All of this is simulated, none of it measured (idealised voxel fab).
The document below concerns the process module designated voxel transistor to metal.
This is section cut - it's 200 nm across, gridded in 5 nm square cells.
Think of the cross-section as a grid of square cells. We describe it in bands, top to bottom, and each band covers one or more rows of those cells. Top, bottom (nm), then materials left to right with widths (nm); lone material tagged "all across" fills the whole band edge to edge; "blank" = empty space. Heights are expressed relative to 0, this being the level below which the as-received wafer comprises one material exclusively. The lowest band is unbounded in the downward direction and is denoted as in "z 0 and below". Graded width ("30->40"): value in top row of band = first number; value in bottom row = second number; row-to-row change constant. What does "nothing altered" mean for a step? It means no cell of the cross-section changed in that step. Voids not open to the top, 8 cells minimum: see "Fully closed voids". Written width x height at distance; distance is from the left edge; nm. Post-settings text on a step line: simulator's own remark regarding the step. When a step includes a mask, the "overlay nm" setting on its line states how far to the right of its planned place that mask lay, and negative values state how far to the left.
Steps in the process plan
1: RECEIVE, material Si
2: CONFORMAL_DEP, material SiO2, thk nm 5
3: CONFORMAL_DEP, material SiN, thk nm 15
4: DIRECTIONAL_DEP, material aC, thk nm 10
5: PATTERN, tone cover, mask id ACTIVE, material resist, width nm 110, thk nm 25, overlay nm 0
6: DIRECTIONAL_ETCH, etch materials aC, depth nm 10
7: STRIP, etch materials resist
8: DIRECTIONAL_ETCH, etch materials SiN, depth nm 15
9: DIRECTIONAL_ETCH, etch materials SiO2, depth nm 5
10: DIRECTIONAL_ETCH, etch materials Si, depth nm 25
11: STRIP, etch materials aC
12: FILL_DEP, material SiO2, thk nm 10
13: CMP, height nm 20
14: SELECTIVE_ETCH, etch materials SiO2, depth nm 5
15: STRIP, etch materials SiN
16: SELECTIVE_ETCH, etch materials SiO2, depth nm 5
17: OXIDIZE, depth nm 5
18: DIRECTIONAL_DEP, material polySi, thk nm 20
19: DIRECTIONAL_DEP, material SiCN, thk nm 10
20: MASKED_ETCH, tone cover, mask id GATE, width nm 20, etch materials SiCN, depth nm 20, overlay nm 0
21: MASKED_ETCH, tone cover, mask id GATE, width nm 20, etch materials polySi, depth nm 30, overlay nm 0
22: CONFORMAL_DEP, material SiO2, thk nm 5
23: DIRECTIONAL_ETCH, etch materials SiO2, depth nm 5
24: CONFORMAL_DEP, material SiN, thk nm 5
25: DIRECTIONAL_ETCH, etch materials SiN, depth nm 5
26: DIRECTIONAL_ETCH, etch materials SiO2, depth nm 5
27: DIRECTIONAL_ETCH, etch materials Si, depth nm 5
28: EPI, material pSi, thk nm 5
29: FILL_DEP, material SiO2, thk nm 5
30: CMP, height nm 30
31: DIRECTIONAL_DEP, material SiO2, thk nm 15
32: PATTERN, tone open, mask id CONTACT, material resist, width nm 20, pitch nm 80, thk nm 20, overlay nm 0
33: DIRECTIONAL_ETCH, etch materials SiO2, depth nm 50
34: STRIP, etch materials resist
35: CONFORMAL_DEP, material TiN, thk nm 5
36: FILL_DEP, material W, thk nm 10
37: CMP, height nm 45
38: DIRECTIONAL_DEP, material TiN, thk nm 5
39: DIRECTIONAL_DEP, material Ru, thk nm 15
40: MASKED_ETCH, tone cover, mask id METAL_1, width nm 20, pitch nm 80, etch materials Ru, depth nm 15, overlay nm 0
41: MASKED_ETCH, tone cover, mask id METAL_1, width nm 20, pitch nm 80, etch materials TiN, depth nm 5, overlay nm 0
42: FILL_DEP, material lowk, thk nm 10
43: CMP, height nm 65
44: CONFORMAL_DEP, material SiCN, thk nm 5
45: DIRECTIONAL_DEP, material lowk, thk nm 35
46: PATTERN, tone open, mask id METAL_2_HOLES, material resist, width nm 15, pitch nm 80, thk nm 20, overlay nm 0
47: DIRECTIONAL_ETCH, etch materials lowk, depth nm 35
48: STRIP, etch materials resist
49: PATTERN, tone open, mask id METAL_2, material resist, width nm 20, pitch nm 80, thk nm 20, overlay nm 0
50: DIRECTIONAL_ETCH, etch materials lowk, depth nm 20
51: DIRECTIONAL_ETCH, etch materials SiCN, depth nm 5
52: STRIP, etch materials resist
53: CONFORMAL_DEP, material TiN, thk nm 5
54: FILL_DEP, material Ru, thk nm 10
55: CMP, height nm 105
56: CONFORMAL_DEP, material SiCN, thk nm 5
As-received state of the wafer in cross-section, equivalent to post-step 1
* z 0 and below = Si all across
* Fully closed voids: none
Cross-section, first of two wafers, end of module, run as planned
* z 110 to 105 = SiCN all across
* z 105 to 90 = lowk 50 / TiN 5 / Ru 10 / TiN 5 / lowk 60 / TiN 5 / Ru 10 / TiN 5 / lowk 50
* z 90 to 85 = lowk 50 / TiN 5 / Ru 5 / TiN 10 / lowk 60 / TiN 5 / Ru 5 / TiN 10 / lowk 50
* z 85 to 70 = lowk 50 / TiN 5 / Ru 5 / TiN 5 / lowk 65 / TiN 5 / Ru 5 / TiN 5 / lowk 55
* z 70 to 65 = SiCN 50 / TiN 15 / SiCN 65 / TiN 15 / SiCN 55
* z 65 to 50 = lowk 50 / Ru 20 / lowk 60 / Ru 20 / lowk 50
* z 50 to 45 = lowk 50 / TiN 20 / lowk 60 / TiN 20 / lowk 50
* z 45 to 30 = SiO2 50 / TiN 5 / W 10 / TiN 5 / SiO2 60 / TiN 5 / W 10 / TiN 5 / SiO2 50
* z 30 to 20 = SiO2 50 / TiN 5 / W 10 / TiN 5 / SiO2 10 / SiN 5 / SiO2 5 / SiCN 20 / SiO2 5 / SiN 5 / SiO2 10 / TiN 5 / W 10 / TiN 5 / SiO2 50
* z 20 to 10 = SiO2 50 / TiN 5 / W 10 / TiN 5 / SiO2 10 / SiN 5 / SiO2 5 / polySi 20 / SiO2 5 / SiN 5 / SiO2 10 / TiN 5 / W 10 / TiN 5 / SiO2 50
* z 10 to 0 = SiO2 45 / SiN 5 / TiN 5->10 / W 10->5 / TiN 5 / SiO2 10 / SiN 5 / SiO2 5 / polySi 20 / SiO2 5 / SiN 5 / SiO2 10 / TiN 5 / W 10->5 / TiN 5->10 / SiN 5 / SiO2 45
* z 0 to -5 = SiO2 50 / pSi 5 / TiN 15 / SiO2 5 / pSi 5 / SiO2 40 / pSi 5 / SiO2 5 / TiN 15 / pSi 5 / SiO2 50
* z -5 to -10 = SiO2 45 / Si 5 / pSi 30 / Si 40 / pSi 30 / Si 5 / SiO2 45
* z -10 to -25 = SiO2 45 / Si 110 / SiO2 45
* z -25 and below = Si all across
* Fully closed voids: none
Module end: cross-section of wafer two of two. Same start and process plan as the first wafer. One mistake during execution
* z 110 to 105 = SiCN all across
* z 105 to 90 = lowk 50 / TiN 5 / Ru 10 / TiN 5 / lowk 60 / TiN 5 / Ru 10 / TiN 5 / lowk 50
* z 90 to 85 = lowk 50 / TiN 5 / Ru 5 / TiN 10 / lowk 60 / TiN 5 / Ru 5 / TiN 10 / lowk 50
* z 85 to 70 = lowk 50 / TiN 5 / Ru 5 / TiN 5 / lowk 65 / TiN 5 / Ru 5 / TiN 5 / lowk 55
* z 70 to 65 = SiCN 50 / TiN 15 / SiCN 65 / TiN 15 / SiCN 55
* z 65 to 50 = lowk 50 / Ru 20 / lowk 60 / Ru 20 / lowk 50
* z 50 to 45 = lowk 50 / TiN 20 / lowk 60 / TiN 20 / lowk 50
* z 45 to 30 = SiO2 50 / TiN 5 / W 10 / TiN 5 / SiO2 60 / TiN 5 / W 10 / TiN 5 / SiO2 50
* z 30 to 20 = SiO2 50 / TiN 5 / W 10 / TiN 5 / SiO2 15 / SiN 5 / SiCN 20 / SiN 5 / SiO2 15 / TiN 5 / W 10 / TiN 5 / SiO2 50
* z 20 to 5 = SiO2 50 / TiN 5 / W 10 / TiN 5 / SiO2 15 / SiN 5 / polySi 20 / SiN 5 / SiO2 15 / TiN 5 / W 10 / TiN 5 / SiO2 50
* z 5 to 0 = SiO2 40 / SiN 5 / SiO2 5 / TiN 5 / W 10 / TiN 5 / SiO2 15 / SiN 5 / polySi 20 / SiN 5 / SiO2 15 / TiN 5 / W 10 / TiN 5 / SiO2 5 / SiN 5 / SiO2 40
* z 0 to -5 = SiO2 40 / SiN 5 / SiO2 5 / TiN 20 / SiO2 10 / pSi 5 / SiN 5 / SiO2 20 / SiN 5 / pSi 5 / SiO2 10 / TiN 20 / SiO2 5 / SiN 5 / SiO2 40
* z -5 to -10 = SiO2 45 / pSi 40 / Si 30 / pSi 40 / SiO2 45
* z -10 to -25 = SiO2 45 / Si 110 / SiO2 45
* z -25 and below = Si all across
* Fully closed voids: none
Run error: the plan's step 22 was left out and never carried out
Wafer comparison, final, in cells, second relative to first, materials more or fewer: -4 Si, +2 SiN, -2 SiO2, +2 W, +2 pSi
